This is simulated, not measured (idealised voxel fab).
Herein follows the process module entitled voxel gate over fins.
Each square cell in cross-section cut measures 5 nm, and the section as a whole is 240 nm wide.
Cross-section = grid of square cells, listed top down in bands; band = one or more rows.
For a band, the entry starts with two heights in nm, that of the top and then that of the bottom, and carries on with the band's materials in order from left to right, each alongside its width in nm; the word "everywhere" beside a single material means it fills the band edge to edge, and "air" means empty space.
Note: height 0 marks the level under which the wafer is uniformly one material as received. Lowest band unbounded below, written "0 -> down".
It should be noted that a width expressed as "30 to 40" varies in equal increments from row to row of cells within the band, taking the value of the first number at the top row and that of the second number at the bottom row.
The cross-section has no changed cell in any step marked "nothing changed".
"Cavities, sealed": sealed empty spaces, 8 cells or more, no open way to top, listed width x height at distance, with distance from the left edge and width, height and distance in nm.
On each step's line, the part that comes after the settings is the simulator's own comment on the step.
overlay nm, on a step with a mask: how far to the right of its planned place the mask lay; to the left if negative

## Listed below are the process steps as planned
1) RECEIVE: material Si
2) CONFORMAL_DEP: material SiN, thk nm 5
3) PATTERN: tone cover, mask id FINS, material resist, width nm 15, pitch nm 55, thk nm 20, overlay nm 0
4) DIRECTIONAL_ETCH: etch materials SiN, depth nm 5
5) DIRECTIONAL_ETCH: etch materials Si, depth nm 35
6) STRIP: etch materials resist
7) OXIDIZE: depth nm 5
8) FILL_DEP: material SiO2, thk nm 15
9) CMP: height nm 5
10) MASKED_ETCH: tone open, mask id RAIL, width nm 15, etch materials SiO2, depth nm 35, overlay nm 0
11) CONFORMAL_DEP: material TiN, thk nm 5
12) FILL_DEP: material Ru, thk nm 10
13) CMP: height nm 5
14) SELECTIVE_ETCH: etch materials W Ru TiN, depth nm 25
15) FILL_DEP: material SiO2, thk nm 5
16) CMP: height nm 5
17) SELECTIVE_ETCH: etch materials SiO2, depth nm 15
18) STRIP: etch materials SiN
19) CONFORMAL_DEP: material HfO2, thk nm 5
20) CONFORMAL_DEP: material TiN, thk nm 5
21) CONFORMAL_DEP: material TiAl, thk nm 5
22) CONFORMAL_DEP: material TiN, thk nm 5
23) FILL_DEP: material W, thk nm 10
24) CMP: height nm 25
25) CONFORMAL_DEP: material SiCN, thk nm 10

## First wafer out of two, processed as planned

## Received-state cross-section, reflecting completion of step 1
0 -> down = Si everywhere
Cavities, sealed: none

## How the wafer stands in section after step 2
5 -> 0 = SiN everywhere
At heights below 0, the structure remains unaltered.

## How the wafer stands in section after step 3
25 -> 5 = air: 85  resist: 15  air: 40  resist: 15  air: 85
At heights below 5, the structure remains unaltered.

## How the wafer stands in section after step 4
25 -> 5 = air: 85  resist: 15  air: 40  resist: 15  air: 85
5 -> 0 = air: 85  SiN: 15  air: 40  SiN: 15  air: 85
At heights below 0, the structure remains unaltered.

## How the wafer stands in section after step 5
25 -> 5 = air: 85  resist: 15  air: 40  resist: 15  air: 85
5 -> 0 = air: 85  SiN: 15  air: 40  SiN: 15  air: 85
0 -> -35 = air: 85  Si: 15  air: 40  Si: 15  air: 85
At heights below -35, the structure remains unaltered.

## How the wafer stands in section after step 6
5 -> 0 = air: 85  SiN: 15  air: 40  SiN: 15  air: 85
At heights below 0, the structure remains unaltered.

## How the wafer stands in section after step 7
5 -> 0 = air: 85  SiN: 15  air: 40  SiN: 15  air: 85
0 -> -35 = air: 85  SiO2: 5  Si: 5  SiO2: 5  air: 40  SiO2: 5  Si: 5  SiO2: 5  air: 85
-35 -> -40 = SiO2: 90  Si: 5  SiO2: 50  Si: 5  SiO2: 90
At heights below -40, the structure remains unaltered.

## How the wafer stands in section after step 8
20 -> 5 = SiO2 everywhere
5 -> 0 = SiO2: 85  SiN: 15  SiO2: 40  SiN: 15  SiO2: 85
0 -> -40 = SiO2: 90  Si: 5  SiO2: 50  Si: 5  SiO2: 90
At heights below -40, the structure remains unaltered.

## How the wafer stands in section after step 9
5 -> 0 = SiO2: 85  SiN: 15  SiO2: 40  SiN: 15  SiO2: 85
At heights below 0, the structure remains unaltered.

## How the wafer stands in section after step 10
5 -> 0 = SiO2: 85  SiN: 15  SiO2: 10  air: 15  SiO2: 15  SiN: 15  SiO2: 85
0 -> -30 = SiO2: 90  Si: 5  SiO2: 15  air: 15  SiO2: 20  Si: 5  SiO2: 90
At heights below -30, the structure remains unaltered.

## How the wafer stands in section after step 11
10 -> 5 = TiN: 115  air: 5  TiN: 120
5 -> 0 = SiO2: 85  SiN: 15  SiO2: 10  TiN: 5  air: 5  TiN: 5  SiO2: 15  SiN: 15  SiO2: 85
0 -> -25 = SiO2: 90  Si: 5  SiO2: 15  TiN: 5  air: 5  TiN: 5  SiO2: 20  Si: 5  SiO2: 90
-25 -> -30 = SiO2: 90  Si: 5  SiO2: 15  TiN: 15  SiO2: 20  Si: 5  SiO2: 90
At heights below -30, the structure remains unaltered.

## How the wafer stands in section after step 12
20 -> 10 = Ru everywhere
10 -> 5 = TiN: 115  Ru: 5  TiN: 120
5 -> 0 = SiO2: 85  SiN: 15  SiO2: 10  TiN: 5  Ru: 5  TiN: 5  SiO2: 15  SiN: 15  SiO2: 85
0 -> -25 = SiO2: 90  Si: 5  SiO2: 15  TiN: 5  Ru: 5  TiN: 5  SiO2: 20  Si: 5  SiO2: 90
At heights below -25, the structure remains unaltered.

## How the wafer stands in section after step 13
5 -> 0 = SiO2: 85  SiN: 15  SiO2: 10  TiN: 5  Ru: 5  TiN: 5  SiO2: 15  SiN: 15  SiO2: 85
At heights below 0, the structure remains unaltered.

## How the wafer stands in section after step 14
5 -> 0 = SiO2: 85  SiN: 15  SiO2: 10  air: 15  SiO2: 15  SiN: 15  SiO2: 85
0 -> -20 = SiO2: 90  Si: 5  SiO2: 15  air: 15  SiO2: 20  Si: 5  SiO2: 90
At heights below -20, the structure remains unaltered.

## How the wafer stands in section after step 15
10 -> 5 = SiO2 everywhere
5 -> 0 = SiO2: 85  SiN: 15  SiO2: 40  SiN: 15  SiO2: 85
0 -> -20 = SiO2: 90  Si: 5  SiO2: 50  Si: 5  SiO2: 90
At heights below -20, the structure remains unaltered.

## How the wafer stands in section after step 16
5 -> 0 = SiO2: 85  SiN: 15  SiO2: 40  SiN: 15  SiO2: 85
At heights below 0, the structure remains unaltered.

## How the wafer stands in section after step 17
5 -> 0 = air: 85  SiN: 15  air: 40  SiN: 15  air: 85
0 -> -10 = air: 90  Si: 5  air: 50  Si: 5  air: 90
At heights below -10, the structure remains unaltered.

## How the wafer stands in section after step 18
0 -> -10 = air: 90  Si: 5  air: 50  Si: 5  air: 90
At heights below -10, the structure remains unaltered.

## How the wafer stands in section after step 19
5 -> 0 = air: 85  HfO2: 15  air: 40  HfO2: 15  air: 85
0 -> -5 = air: 85  HfO2: 5  Si: 5  HfO2: 5  air: 40  HfO2: 5  Si: 5  HfO2: 5  air: 85
-5 -> -10 = HfO2: 90  Si: 5  HfO2: 50  Si: 5  HfO2: 90
At heights below -10, the structure remains unaltered.

## How the wafer stands in section after step 20
10 -> 5 = air: 80  TiN: 25  air: 30  TiN: 25  air: 80
5 -> 0 = air: 80  TiN: 5  HfO2: 15  TiN: 5  air: 30  TiN: 5  HfO2: 15  TiN: 5  air: 80
0 -> -5 = TiN: 85  HfO2: 5  Si: 5  HfO2: 5  TiN: 40  HfO2: 5  Si: 5  HfO2: 5  TiN: 85
At heights below -5, the structure remains unaltered.

## How the wafer stands in section after step 21
15 -> 10 = air: 75  TiAl: 35  air: 20  TiAl: 35  air: 75
10 -> 5 = air: 75  TiAl: 5  TiN: 25  TiAl: 5  air: 20  TiAl: 5  TiN: 25  TiAl: 5  air: 75
5 -> 0 = TiAl: 80  TiN: 5  HfO2: 15  TiN: 5  TiAl: 30  TiN: 5  HfO2: 15  TiN: 5  TiAl: 80
At heights below 0, the structure remains unaltered.

## How the wafer stands in section after step 22
20 -> 15 = air: 70  TiN: 45  air: 10  TiN: 45  air: 70
15 -> 10 = air: 70  TiN: 5  TiAl: 35  TiN: 5  air: 10  TiN: 5  TiAl: 35  TiN: 5  air: 70
10 -> 5 = TiN: 75  TiAl: 5  TiN: 25  TiAl: 5  TiN: 20  TiAl: 5  TiN: 25  TiAl: 5  TiN: 75
At heights below 5, the structure remains unaltered.

## How the wafer stands in section after step 23
30 -> 20 = W everywhere
20 -> 15 = W: 70  TiN: 45  W: 10  TiN: 45  W: 70
15 -> 10 = W: 70  TiN: 5  TiAl: 35  TiN: 5  W: 10  TiN: 5  TiAl: 35  TiN: 5  W: 70
At heights below 10, the structure remains unaltered.

## How the wafer stands in section after step 24
25 -> 20 = W everywhere
At heights below 20, the structure remains unaltered.

## How the wafer stands in section after step 25
35 -> 25 = SiCN everywhere
At heights below 25, the structure remains unaltered.

## Wafer two: like wafer one in start and plan, but with one mistake in execution; identical up to and including step 24

## Second wafer, sectioned view, at step 25's planned end time
35 -> 20 = W everywhere
At heights below 20, the structure remains unaltered.
Where did the run depart from the plan? contrary to plan, step 25 was performed as CONFORMAL_DEP: material W, thk nm 10
Final wafer comparison in cells, second versus first, more or fewer per material: 96 fewer of SiCN, 96 more of W
